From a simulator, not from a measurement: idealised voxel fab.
process module | voxel wiring stack
cross-section cut | 275 nm wide | cells 5 nm
A cross-section is a grid of square cells, given in bands from the top down. A band is one or more rows of cells.
Each band's line starts with the height of the band's top and of its bottom, in nm. Then come its materials from left to right, each with its width in nm. One material with "throughout" fills the band from edge to edge. "air" is empty space.
Height 0 is the level under which the wafer as received is all one material. The lowest band goes on downwards, as in "0 down".
A width such as "30 to 40" changes by the same amount from each row of cells to the next, from the band's top row to its bottom row.
"no change" after a step means that no cell of the cross-section changed.
closed voids: empty space of 8 cells or more with no open way to the top, each as width x height at its distance from the left edge, in nm
after a step's settings: what the simulator itself notes on the step
overlay nm, on a step with a mask: how far to the right of its planned place the mask lay; to the left if negative
plan
1 op RECEIVE | material Si
2 op CONFORMAL_DEP | material SiO2 | thk nm 15
3 op DIRECTIONAL_DEP | material TiN | thk nm 5
4 op DIRECTIONAL_DEP | material Ru | thk nm 25
5 op PATTERN | tone cover | mask id METAL_1 | material resist | width nm 25 | pitch nm 40 | thk nm 20 | overlay nm 0
6 op DIRECTIONAL_ETCH | etch materials Ru | depth nm 25
7 op DIRECTIONAL_ETCH | etch materials TiN | depth nm 5
8 op STRIP | etch materials resist
9 op FILL_DEP | material lowk | thk nm 10
10 op CMP | height nm 45
11 op CONFORMAL_DEP | material SiCN | thk nm 5
12 op DIRECTIONAL_DEP | material SiO2 | thk nm 30
13 op DIRECTIONAL_DEP | material aC | thk nm 10
14 op PATTERN | tone open | mask id METAL_2 | material resist | width nm 25 | pitch nm 40 | thk nm 30 | overlay nm 0
15 op DIRECTIONAL_ETCH | etch materials aC | depth nm 10
16 op STRIP | etch materials resist
17 op DIRECTIONAL_ETCH | etch materials SiO2 | depth nm 20
18 op STRIP | etch materials aC
19 op DIRECTIONAL_DEP | material aC | thk nm 15
20 op PATTERN | tone open | mask id METAL_2_HOLES | material resist | width nm 15 | pitch nm 80 | thk nm 35 | overlay nm 0
21 op DIRECTIONAL_ETCH | etch materials aC | depth nm 15
22 op STRIP | etch materials resist
23 op DIRECTIONAL_ETCH | etch materials SiO2 | depth nm 10
24 op DIRECTIONAL_ETCH | etch materials SiCN | depth nm 5
25 op STRIP | etch materials aC
26 op CONFORMAL_DEP | material TiN | thk nm 5
27 op FILL_DEP | material Cu | thk nm 10
28 op CMP | height nm 80
29 op CONFORMAL_DEP | material SiCN | thk nm 5
30 op DIRECTIONAL_DEP | material SiO2 | thk nm 30
31 op PATTERN | tone open | mask id METAL_3 | material resist | width nm 25 | pitch nm 40 | thk nm 15 | overlay nm 0
32 op DIRECTIONAL_ETCH | etch materials SiO2 | depth nm 20
33 op STRIP | etch materials resist
34 op DIRECTIONAL_DEP | material aC | thk nm 10
35 op PATTERN | tone open | mask id METAL_3_HOLES | material resist | width nm 15 | pitch nm 80 | thk nm 25 | overlay nm 0
36 op DIRECTIONAL_ETCH | etch materials aC | depth nm 10
37 op STRIP | etch materials resist
38 op DIRECTIONAL_ETCH | etch materials SiO2 | depth nm 10
39 op DIRECTIONAL_ETCH | etch materials SiCN | depth nm 5
40 op STRIP | etch materials aC
41 op CONFORMAL_DEP | material TiN | thk nm 5
42 op FILL_DEP | material Ru | thk nm 5
43 op CMP | height nm 115
44 op CONFORMAL_DEP | material SiCN | thk nm 5
45 op DIRECTIONAL_DEP | material SiO2 | thk nm 30
46 op PATTERN | tone open | mask id METAL_4_HOLES | material resist | width nm 15 | pitch nm 40 | thk nm 20 | overlay nm 0
47 op DIRECTIONAL_ETCH | etch materials SiO2 | depth nm 30
48 op STRIP | etch materials resist
49 op PATTERN | tone open | mask id METAL_4 | material resist | width nm 25 | pitch nm 40 | thk nm 20 | overlay nm 0
50 op DIRECTIONAL_ETCH | etch materials SiO2 | depth nm 20
51 op DIRECTIONAL_ETCH | etch materials SiCN | depth nm 5
52 op STRIP | etch materials resist
53 op CONFORMAL_DEP | material TiN | thk nm 5
54 op FILL_DEP | material Cu | thk nm 5
55 op CMP | height nm 150
56 op CONFORMAL_DEP | material SiCN | thk nm 5
as received, after step 1
  0 down: Si throughout
  closed voids: none
a wafer at the end: this start, this plan, one mistake
  155 to 150: SiCN throughout
  150 to 135: SiO2 85 | TiN 5 | Cu 15 | TiN 5 | SiO2 15 | TiN 5 | Cu 15 | TiN 5 | SiO2 15 | TiN 5 | Cu 15 | TiN 5 | SiO2 85
  135 to 130: SiO2 85 | TiN 5 | Cu 5 | TiN 15 | SiO2 15 | TiN 5 | Cu 5 | TiN 15 | SiO2 15 | TiN 5 | Cu 5 | TiN 15 | SiO2 85
  130 to 120: SiO2 85 | TiN 5 | Cu 5 | TiN 5 | SiO2 25 | TiN 5 | Cu 5 | TiN 5 | SiO2 25 | TiN 5 | Cu 5 | TiN 5 | SiO2 95
  120 to 115: SiCN 85 | TiN 15 | SiCN 25 | TiN 15 | SiCN 25 | TiN 15 | SiCN 95
  115 to 100: SiO2 85 | TiN 5 | Ru 15 | TiN 5 | SiO2 15 | TiN 5 | Ru 15 | TiN 5 | SiO2 15 | TiN 5 | Ru 15 | TiN 5 | SiO2 85
  100 to 95: SiO2 85 | TiN 5 | Ru 5 | TiN 15 | SiO2 15 | TiN 25 | SiO2 15 | TiN 5 | Ru 5 | TiN 15 | SiO2 85
  95 to 85: SiO2 85 | TiN 5 | Ru 5 | TiN 5 | SiO2 65 | TiN 5 | Ru 5 | TiN 5 | SiO2 95
  85 to 80: SiCN 85 | TiN 15 | SiCN 65 | TiN 15 | SiCN 95
  80 to 65: SiO2 85 | TiN 5 | Cu 15 | TiN 5 | SiO2 15 | TiN 5 | Cu 15 | TiN 5 | SiO2 15 | TiN 5 | Cu 15 | TiN 5 | SiO2 85
  65 to 60: SiO2 85 | TiN 5 | Cu 5 | TiN 15 | SiO2 15 | TiN 25 | SiO2 15 | TiN 5 | Cu 5 | TiN 15 | SiO2 85
  60 to 50: SiO2 85 | TiN 5 | Cu 5 | TiN 5 | SiO2 65 | TiN 5 | Cu 5 | TiN 5 | SiO2 95
  50 to 45: SiCN 85 | TiN 15 | SiCN 65 | TiN 15 | SiCN 95
  45 to 20: Ru 85 | lowk 25 | Ru 15 | lowk 25 | Ru 15 | lowk 25 | Ru 85
  20 to 15: TiN 85 | lowk 25 | TiN 15 | lowk 25 | TiN 15 | lowk 25 | TiN 85
  15 to 0: SiO2 throughout
  0 down: Si throughout
  closed voids: none
what went wrong: step 5 ran as: op PATTERN | tone open | mask id METAL_1 | material resist | width nm 25 | pitch nm 40 | thk nm 20 | overlay nm 0
